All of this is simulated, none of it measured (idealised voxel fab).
This is a process module. Its name is voxel self aligned contacts.
270 nm wide, 5 nm square cells: that's cross-section cut.
In this document a cross-section is written as a grid of square cells. It is given as a series of bands, listed from the top down, and a band is one or more rows of cells.
Band: top and bottom heights (nm) first, top before bottom; then materials from left to right, widths in nm. "all across" marks a sole material filling the band edge to edge. "blank" denotes empty space.
Ref level 0: as-received wafer is one material below here. Bottom band extends down with no lower bound ("0..down").
The expression "30..40" gives the width at the extremes of the band, the first number at its top row of cells and the second at its bottom row, with the width changing by equal amounts from each row to the next in between.
"no change" (step): cross-section cells unchanged, all of them.
If an empty space has no open way to the top and is at least 8 cells in size, "Closed cavities" lists it, written width x height at distance, where distance is measured from the left edge and every value is in nm.
Read whatever lies past the settings on a step's line as the simulator's own remark about the step.
Steps that use a mask can have "overlay nm" on their line. It says how far the mask sat to the right of where it was meant to be. Negative means to the left.

**Process steps (planned)**
1: RECEIVE (material Si)
2: OXIDIZE (depth nm 5)
3: DIRECTIONAL_DEP (material polySi; thk nm 20)
4: DIRECTIONAL_DEP (material SiN; thk nm 20)
5: MASKED_ETCH (tone cover; mask id GATE; width nm 25; pitch nm 60; etch materials SiN; depth nm 20; overlay nm 0)
6: MASKED_ETCH (tone cover; mask id GATE; width nm 25; pitch nm 60; etch materials polySi; depth nm 20; overlay nm 0)
7: CONFORMAL_DEP (material SiN; thk nm 5)
8: DIRECTIONAL_ETCH (etch materials SiN; depth nm 5)
9: FILL_DEP (material SiO2; thk nm 10)
10: CMP (height nm 45)
11: PATTERN (tone open; mask id CONTACT; material resist; width nm 45; thk nm 15; overlay nm 0)
12: DIRECTIONAL_ETCH (etch materials SiO2; depth nm 50)
13: STRIP (etch materials resist)
14: CONFORMAL_DEP (material TiN; thk nm 5)
15: FILL_DEP (material W; thk nm 5)
16: CMP (height nm 45)
17: CONFORMAL_DEP (material SiCN; thk nm 5)

**Incoming wafer, cross-sectional view, post step 1**
  0..down = Si all across
  Closed cavities: none

**Cross-sectional image of the first of two wafers at the end of the module, the run having proceeded as planned**
  50..45 = SiCN all across
  45..40 = 110 SiO2; 15 TiN; 15 W; 15 TiN; 115 SiO2
  40..20 = 85 SiO2; 35 SiN; 5 TiN; 15 W; 5 TiN; 35 SiN; 90 SiO2
  20..0 = 85 SiO2; 5 SiN; 25 polySi; 5 SiN; 5 TiN; 15 W; 5 TiN; 5 SiN; 25 polySi; 5 SiN; 90 SiO2
  0..-5 = 120 SiO2; 25 TiN; 125 SiO2
  -5..down = Si all across
  Closed cavities: none

**Here is the second of the two wafers cut open at the end of the module - same start, same plan as the first one, but we made one mistake running it**
  50..45 = SiCN all across
  45..30 = 85 SiO2; 35 SiN; 5 TiN; 15 W; 5 TiN; 35 SiN; 90 SiO2
  30..15 = 85 SiO2; 5 SiN; 25 polySi; 5 SiN; 5 TiN; 15 W; 5 TiN; 5 SiN; 25 polySi; 5 SiN; 90 SiO2
  15..10 = 85 SiO2; 5 SiN; 25 polySi; 5 SiN; 25 TiN; 5 SiN; 25 polySi; 5 SiN; 90 SiO2
  10..0 = polySi all across
  0..-5 = SiO2 all across
  -5..down = Si all across
  Closed cavities: none
Here's what went sideways: for step 3, the planned setting was not used; the step was instead run as DIRECTIONAL_DEP (material polySi; thk nm 30)
Final tally in cells, some materials are higher or lower on the second wafer than on the first: 14 fewer of SiN, 75 fewer of SiO2, 10 fewer of TiN, 9 fewer of W, 108 more of polySi
